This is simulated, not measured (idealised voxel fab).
process module | voxel gate over fins
cross-section cut | 250 nm wide | cells 5 nm
A cross-section is a grid of square cells, given in bands from the top down. A band is one or more rows of cells.
Each band's line starts with the height of the band's top and of its bottom, in nm. Then come its materials from left to right, each with its width in nm. One material with "throughout" fills the band from edge to edge. "air" is empty space.
Height 0 is the level under which the wafer as received is all one material. The lowest band goes on downwards, as in "0 down".
A width such as "30 to 40" changes by the same amount from each row of cells to the next, from the band's top row to its bottom row.
"no change" after a step means that no cell of the cross-section changed.
closed voids: empty space of 8 cells or more with no open way to the top, each as width x height at its distance from the left edge, in nm
after a step's settings: what the simulator itself notes on the step
overlay nm, on a step with a mask: how far to the right of its planned place the mask lay; to the left if negative
plan
1 op RECEIVE | material Si
2 op CONFORMAL_DEP | material SiN | thk nm 5
3 op MASKED_ETCH | tone cover | mask id FINS | width nm 15 | pitch nm 60 | etch materials SiN | depth nm 5 | overlay nm 0
4 op MASKED_ETCH | tone cover | mask id FINS | width nm 15 | pitch nm 60 | etch materials Si | depth nm 40 | overlay nm 0
5 op OXIDIZE | depth nm 5
6 op FILL_DEP | material SiO2 | thk nm 10
7 op CMP | height nm 5
8 op DIRECTIONAL_DEP | material aC | thk nm 10
9 op PATTERN | tone open | mask id RAIL | material resist | width nm 15 | thk nm 30 | overlay nm -15
10 op DIRECTIONAL_ETCH | etch materials aC | depth nm 10
11 op STRIP | etch materials resist
12 op DIRECTIONAL_ETCH | etch materials SiO2 | depth nm 40
13 op STRIP | etch materials aC
14 op CONFORMAL_DEP | material TiN | thk nm 5
15 op FILL_DEP | material W | thk nm 10
16 op CMP | height nm 5
17 op SELECTIVE_ETCH | etch materials W Ru TiN | depth nm 25
18 op FILL_DEP | material SiO2 | thk nm 5
19 op CMP | height nm 5
20 op SELECTIVE_ETCH | etch materials SiO2 | depth nm 15
21 op STRIP | etch materials SiN
22 op CONFORMAL_DEP | material HfO2 | thk nm 5
23 op CONFORMAL_DEP | material TiN | thk nm 5
24 op CONFORMAL_DEP | material TiAl | thk nm 5
25 op CONFORMAL_DEP | material TiN | thk nm 5
26 op FILL_DEP | material W | thk nm 10
27 op CMP | height nm 25
28 op CONFORMAL_DEP | material SiN | thk nm 10
varied across the wafers: overlay nm of step 9. The plan shows the first wafer's value. All wafers start alike
first wafer as received, after step 1
  0 down: Si throughout
  closed voids: none
first wafer at the end, after step 28
  35 to 25: SiN throughout
  25 to 20: W throughout
  20 to 15: W 40 | TiN 45 | W 15 | TiN 45 | W 15 | TiN 45 | W 45
  15 to 10: W 40 | TiN 5 | TiAl 35 | TiN 5 | W 15 | TiN 5 | TiAl 35 | TiN 5 | W 15 | TiN 5 | TiAl 35 | TiN 5 | W 45
  10 to 5: TiN 45 | TiAl 5 | TiN 25 | TiAl 5 | TiN 25 | TiAl 5 | TiN 25 | TiAl 5 | TiN 25 | TiAl 5 | TiN 25 | TiAl 5 | TiN 50
  5 to 0: TiAl 50 | TiN 5 | HfO2 15 | TiN 5 | TiAl 35 | TiN 5 | HfO2 15 | TiN 5 | TiAl 35 | TiN 5 | HfO2 15 | TiN 5 | TiAl 55
  0 to -5: TiN 55 | HfO2 5 | Si 5 | HfO2 5 | TiN 45 | HfO2 5 | Si 5 | HfO2 5 | TiN 45 | HfO2 5 | Si 5 | HfO2 5 | TiN 60
  -5 to -10: HfO2 60 | Si 5 | HfO2 55 | Si 5 | HfO2 55 | Si 5 | HfO2 65
  -10 to -20: SiO2 60 | Si 5 | SiO2 55 | Si 5 | SiO2 55 | Si 5 | SiO2 65
  -20 to -30: SiO2 60 | Si 5 | SiO2 5 | TiN 5 | W 5 | TiN 5 | SiO2 35 | Si 5 | SiO2 55 | Si 5 | SiO2 65
  -30 to -35: SiO2 60 | Si 5 | SiO2 5 | TiN 15 | SiO2 35 | Si 5 | SiO2 55 | Si 5 | SiO2 65
  -35 to -45: SiO2 60 | Si 5 | SiO2 55 | Si 5 | SiO2 55 | Si 5 | SiO2 65
  -45 down: Si throughout
  closed voids: none
last wafer at the end
  35 to 25: SiN throughout
  25 to 20: W throughout
  20 to 15: W 40 | TiN 45 | W 15 | TiN 45 | W 15 | TiN 45 | W 45
  15 to 10: W 40 | TiN 5 | TiAl 35 | TiN 5 | W 15 | TiN 5 | TiAl 35 | TiN 5 | W 15 | TiN 5 | TiAl 35 | TiN 5 | W 45
  10 to 5: TiN 45 | TiAl 5 | TiN 25 | TiAl 5 | TiN 25 | TiAl 5 | TiN 25 | TiAl 5 | TiN 25 | TiAl 5 | TiN 25 | TiAl 5 | TiN 50
  5 to 0: TiAl 50 | TiN 5 | HfO2 15 | TiN 5 | TiAl 35 | TiN 5 | HfO2 15 | TiN 5 | TiAl 35 | TiN 5 | HfO2 15 | TiN 5 | TiAl 55
  0 to -5: TiN 55 | HfO2 5 | Si 5 | HfO2 5 | TiN 45 | HfO2 5 | Si 5 | HfO2 5 | TiN 45 | HfO2 5 | Si 5 | HfO2 5 | TiN 60
  -5 to -10: HfO2 60 | Si 5 | HfO2 55 | Si 5 | HfO2 55 | Si 5 | HfO2 65
  -10 to -20: SiO2 60 | Si 5 | SiO2 55 | Si 5 | SiO2 55 | Si 5 | SiO2 65
  -20 to -30: SiO2 60 | Si 5 | SiO2 35 | TiN 5 | W 5 | TiN 5 | SiO2 5 | Si 5 | SiO2 55 | Si 5 | SiO2 65
  -30 to -35: SiO2 60 | Si 5 | SiO2 35 | TiN 15 | SiO2 5 | Si 5 | SiO2 55 | Si 5 | SiO2 65
  -35 to -45: SiO2 60 | Si 5 | SiO2 55 | Si 5 | SiO2 55 | Si 5 | SiO2 65
  -45 down: Si throughout
  closed voids: none
each wafer at the end: cells of each material gained (+) or lost (-) since it was received, then its closed voids
overlay nm -15 | +62 HfO2 | -423 Si | +100 SiN | +320 SiO2 | +62 TiAl | +131 TiN | +98 W | closed voids: none
overlay nm -10 | +62 HfO2 | -423 Si | +100 SiN | +320 SiO2 | +62 TiAl | +131 TiN | +98 W | closed voids: none
overlay nm -5 | +62 HfO2 | -423 Si | +100 SiN | +320 SiO2 | +62 TiAl | +131 TiN | +98 W | closed voids: none
overlay nm 0 | +62 HfO2 | -423 Si | +100 SiN | +320 SiO2 | +62 TiAl | +131 TiN | +98 W | closed voids: none
overlay nm 5 | +62 HfO2 | -423 Si | +100 SiN | +320 SiO2 | +62 TiAl | +131 TiN | +98 W | closed voids: none
overlay nm 10 | +62 HfO2 | -423 Si | +100 SiN | +320 SiO2 | +62 TiAl | +131 TiN | +98 W | closed voids: none
overlay nm 15 | +62 HfO2 | -423 Si | +100 SiN | +320 SiO2 | +62 TiAl | +131 TiN | +98 W | closed voids: none
